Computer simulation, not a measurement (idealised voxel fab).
Process module name: voxel gate over fins
Square cell edge 5 nm, section width 145 nm, ID cut.
We lay out every cross-section as a grid of square cells and spell it out in bands from the top down, where one band means one or more rows of cells.
Band: top height; bottom height; in nm. Then, left to right: material with width in nm, for each material. "all across": a single material spanning edge to edge. "empty": empty space.
For the purposes of this specification, 0 denotes the height below which the wafer in its as-received condition is composed wholly of one material, and the lowermost band, lacking a lower limit, extends downward without end, as expressed in "0 nm and below".
A two-number width, for instance "30..40", indicates that the width is equal to the first number in the top row of the band and to the second number in the bottom row, and that it changes by a constant amount per row of cells.
"no alteration" means the step left every cell of the cross-section as it was.
If an empty space has no open way to the top and is at least 8 cells in size, "Voids, fully enclosed" lists it, written width x height at distance, where distance is measured from the left edge and every value is in nm.
Step line, after settings: the simulator's comment on this step.
You can add "overlay nm" to a step's line. For a step with a mask, it describes how far the mask lay to the right of its planned position, and a negative number describes a lay to the left.

HERE'S WHAT THE PLANNED PROCESS STEPS LOOK LIKE
1,RECEIVE: material Si
2,CONFORMAL_DEP: material SiN, thk nm 10
3,DIRECTIONAL_DEP: material aC, thk nm 15
4,PATTERN: tone cover, mask id FINS, material resist, width nm 15, pitch nm 40, thk nm 35, overlay nm 0
5,DIRECTIONAL_ETCH: etch materials aC, depth nm 15
6,STRIP: etch materials resist
7,DIRECTIONAL_ETCH: etch materials SiN, depth nm 10
8,DIRECTIONAL_ETCH: etch materials Si, depth nm 30
9,STRIP: etch materials aC
10,OXIDIZE: depth nm 5
11,FILL_DEP: material SiO2, thk nm 10
12,CMP: height nm 10
13,SELECTIVE_ETCH: etch materials SiO2, depth nm 25
14,STRIP: etch materials SiN
15,CONFORMAL_DEP: material HfO2, thk nm 5
16,CONFORMAL_DEP: material TiN, thk nm 5
17,FILL_DEP: material W, thk nm 10
18,CMP: height nm 15
19,CONFORMAL_DEP: material SiN, thk nm 5

WAFER AS RECEIVED: CROSS-SECTION FOLLOWING STEP 1
  0 nm and below = Si all across
  Voids, fully enclosed: none

CROSS-SECTIONAL RESULT AFTER MODULE COMPLETION. NOTE: STARTING CONDITION AND PLAN ARE UNCHANGED FROM ABOVE; ONE PROCESSING MISTAKE WAS MADE
  20 nm to 15 nm = SiN all across
  15 nm to 10 nm = W all across
  10 nm to 5 nm = W 20 nm, TiN 25 nm, W 15 nm, TiN 25 nm, W 15 nm, TiN 25 nm, W 20 nm
  5 nm to 0 nm = W 20 nm, TiN 5 nm, HfO2 15 nm, TiN 5 nm, W 15 nm, TiN 5 nm, HfO2 15 nm, TiN 5 nm, W 15 nm, TiN 5 nm, HfO2 15 nm, TiN 5 nm, W 20 nm
  0 nm to -5 nm = W 20 nm, TiN 5 nm, HfO2 5 nm, Si 5 nm, HfO2 5 nm, TiN 5 nm, W 15 nm, TiN 5 nm, HfO2 5 nm, Si 5 nm, HfO2 5 nm, TiN 5 nm, W 15 nm, TiN 5 nm, HfO2 5 nm, Si 5 nm, HfO2 5 nm, TiN 5 nm, W 20 nm
  -5 nm to -10 nm = TiN 25 nm, HfO2 5 nm, Si 5 nm, HfO2 5 nm, TiN 25 nm, HfO2 5 nm, Si 5 nm, HfO2 5 nm, TiN 25 nm, HfO2 5 nm, Si 5 nm, HfO2 5 nm, TiN 25 nm
  -10 nm to -15 nm = HfO2 30 nm, Si 5 nm, HfO2 35 nm, Si 5 nm, HfO2 35 nm, Si 5 nm, HfO2 30 nm
  -15 nm to -45 nm = SiO2 30 nm, Si 5 nm, SiO2 35 nm, Si 5 nm, SiO2 35 nm, Si 5 nm, SiO2 30 nm
  -45 nm and below = Si all across
  Voids, fully enclosed: none
Against the plan, the run slipped here: planned and actual differ for step 8; actual: DIRECTIONAL_ETCH: etch materials Si, depth nm 40
